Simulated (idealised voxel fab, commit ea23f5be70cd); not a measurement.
Name of the process module below: voxel transistor to metal
FYI the section here is cut, 155 nm wide, cells are 5 nm squares.
A cross-section is written here as square cells arranged in a grid, and it is given in bands from the top down, each band taking up one or more rows of cells. The band entry comprises the height of the band's top followed by the height of its bottom, expressed in nm, and subsequently the band's materials from left to right, each stated together with its width in nm. Where a single material is marked with the word "throughout", that material fills the band from edge to edge. The word "blank" represents empty space. Measure heights from 0. That's the level where, below it, the as-received wafer is all one material. The lowest band is bottomless and extends downward; write it as in "top 0, no bottom". Quick explanation for "30->40": the width changes in equal steps down the rows of cells, from the first number in the band's top row to the second number in its bottom row. You'll sometimes find "changes: none" written for a step, and that's the way of saying that nowhere in the cross-section did a cell change during that step. So "Entrapped voids" is basically the list of trapped voids: any empty space of 8 cells or more that can't reach the top through an opening. They're written width x height at distance, the distance being from the left edge, and it's all nm. Whatever follows a step's settings on its line is a remark the simulator itself makes about that step. The setting "overlay nm" may be written on the line of a step. When the step uses a mask, the value reports how far to the right of the planned place the mask lay, and a negative value reports that it lay to the left.

Here's what the planned process steps look like:
step 1: RECEIVE, material Si
step 2: CONFORMAL_DEP, material SiO2, thk nm 5
step 3: CONFORMAL_DEP, material SiN, thk nm 15
step 4: MASKED_ETCH, tone cover, mask id ACTIVE, width nm 95, etch materials SiN, depth nm 15, overlay nm 0
step 5: MASKED_ETCH, tone cover, mask id ACTIVE, width nm 95, etch materials SiO2, depth nm 5, overlay nm 0
step 6: MASKED_ETCH, tone cover, mask id ACTIVE, width nm 95, etch materials Si, depth nm 25, overlay nm -15
step 7: FILL_DEP, material SiO2, thk nm 5
step 8: CMP, height nm 20
step 9: SELECTIVE_ETCH, etch materials SiO2, depth nm 15
step 10: STRIP, etch materials SiN
step 11: SELECTIVE_ETCH, etch materials SiO2, depth nm 5
step 12: OXIDIZE, depth nm 5
step 13: DIRECTIONAL_DEP, material polySi, thk nm 20
step 14: DIRECTIONAL_DEP, material SiCN, thk nm 10
step 15: DIRECTIONAL_DEP, material aC, thk nm 10
step 16: PATTERN, tone cover, mask id GATE, material resist, width nm 25, thk nm 25, overlay nm 0
step 17: DIRECTIONAL_ETCH, etch materials aC, depth nm 10
step 18: STRIP, etch materials resist
step 19: DIRECTIONAL_ETCH, etch materials SiCN, depth nm 20
step 20: DIRECTIONAL_ETCH, etch materials polySi, depth nm 30
step 21: STRIP, etch materials aC
step 22: CONFORMAL_DEP, material SiO2, thk nm 5
step 23: DIRECTIONAL_ETCH, etch materials SiO2, depth nm 5
step 24: CONFORMAL_DEP, material SiN, thk nm 5
step 25: DIRECTIONAL_ETCH, etch materials SiN, depth nm 5
step 26: DIRECTIONAL_ETCH, etch materials SiO2, depth nm 5
step 27: EPI, material pSi, thk nm 5
step 28: FILL_DEP, material SiO2, thk nm 10
step 29: CMP, height nm 20
step 30: STRIP, etch materials polySi
step 31: SELECTIVE_ETCH, etch materials SiO2, depth nm 5
step 32: CONFORMAL_DEP, material HfO2, thk nm 5
step 33: CONFORMAL_DEP, material TiN, thk nm 5
step 34: FILL_DEP, material W, thk nm 5
step 35: CMP, height nm 15
step 36: DIRECTIONAL_DEP, material SiO2, thk nm 15
step 37: MASKED_ETCH, tone open, mask id CONTACT, width nm 15, pitch nm 70, etch materials SiO2, depth nm 30, overlay nm 0
step 38: CONFORMAL_DEP, material TiN, thk nm 5
step 39: FILL_DEP, material Ru, thk nm 5
step 40: CMP, height nm 30
step 41: DIRECTIONAL_DEP, material TiN, thk nm 5
step 42: DIRECTIONAL_DEP, material W, thk nm 15
step 43: PATTERN, tone cover, mask id METAL_1, material resist, width nm 15, pitch nm 70, thk nm 15, overlay nm 0
step 44: DIRECTIONAL_ETCH, etch materials W, depth nm 15
step 45: DIRECTIONAL_ETCH, etch materials TiN, depth nm 5
step 46: STRIP, etch materials resist
step 47: CONFORMAL_DEP, material SiCN, thk nm 5
step 48: FILL_DEP, material SiO2, thk nm 5
step 49: CMP, height nm 50
step 50: CONFORMAL_DEP, material SiCN, thk nm 5
step 51: DIRECTIONAL_DEP, material SiO2, thk nm 35
step 52: PATTERN, tone open, mask id METAL_2, material resist, width nm 15, pitch nm 70, thk nm 20, overlay nm 0
step 53: DIRECTIONAL_ETCH, etch materials SiO2, depth nm 20
step 54: STRIP, etch materials resist
step 55: PATTERN, tone open, mask id METAL_2_HOLES, material resist, width nm 15, pitch nm 70, thk nm 15, overlay nm 0
step 56: DIRECTIONAL_ETCH, etch materials SiO2, depth nm 15
step 57: DIRECTIONAL_ETCH, etch materials SiCN, depth nm 5
step 58: STRIP, etch materials resist
step 59: CONFORMAL_DEP, material TiN, thk nm 5
step 60: FILL_DEP, material Ru, thk nm 5
step 61: CMP, height nm 90
step 62: CONFORMAL_DEP, material SiCN, thk nm 5
All wafers enter the flow in the same state. The overlay nm at step 6 differs from wafer to wafer, and the plan gives the value for the first wafer.

As-received cross-section, first of several wafers, post step 1:
    top 0, no bottom  Si throughout
    Entrapped voids: none

Basically each wafer gets a line in the table, showing it at the end of the module: material by material, the cells it gained (+) or lost (-) since we got it, then its closed voids:
overlay nm -15 | +13 HfO2 | +24 Ru | -67 Si | +93 SiCN | +6 SiN | +406 SiO2 | +75 TiN | +24 W | +15 pSi | Entrapped voids: none
overlay nm -10 | +13 HfO2 | +24 Ru | -71 Si | +93 SiCN | +6 SiN | +411 SiO2 | +75 TiN | +24 W | +14 pSi | Entrapped voids: none
overlay nm -5 | +13 HfO2 | +24 Ru | -75 Si | +93 SiCN | +6 SiN | +416 SiO2 | +75 TiN | +24 W | +13 pSi | Entrapped voids: none
overlay nm 0 | +13 HfO2 | +24 Ru | -79 Si | +93 SiCN | +6 SiN | +421 SiO2 | +75 TiN | +24 W | +12 pSi | Entrapped voids: none
overlay nm 5 | +13 HfO2 | +24 Ru | -75 Si | +93 SiCN | +6 SiN | +416 SiO2 | +75 TiN | +24 W | +13 pSi | Entrapped voids: none
overlay nm 10 | +13 HfO2 | +24 Ru | -71 Si | +93 SiCN | +6 SiN | +411 SiO2 | +75 TiN | +24 W | +14 pSi | Entrapped voids: none
overlay nm 15 | +13 HfO2 | +24 Ru | -67 Si | +93 SiCN | +6 SiN | +406 SiO2 | +75 TiN | +24 W | +15 pSi | Entrapped voids: none
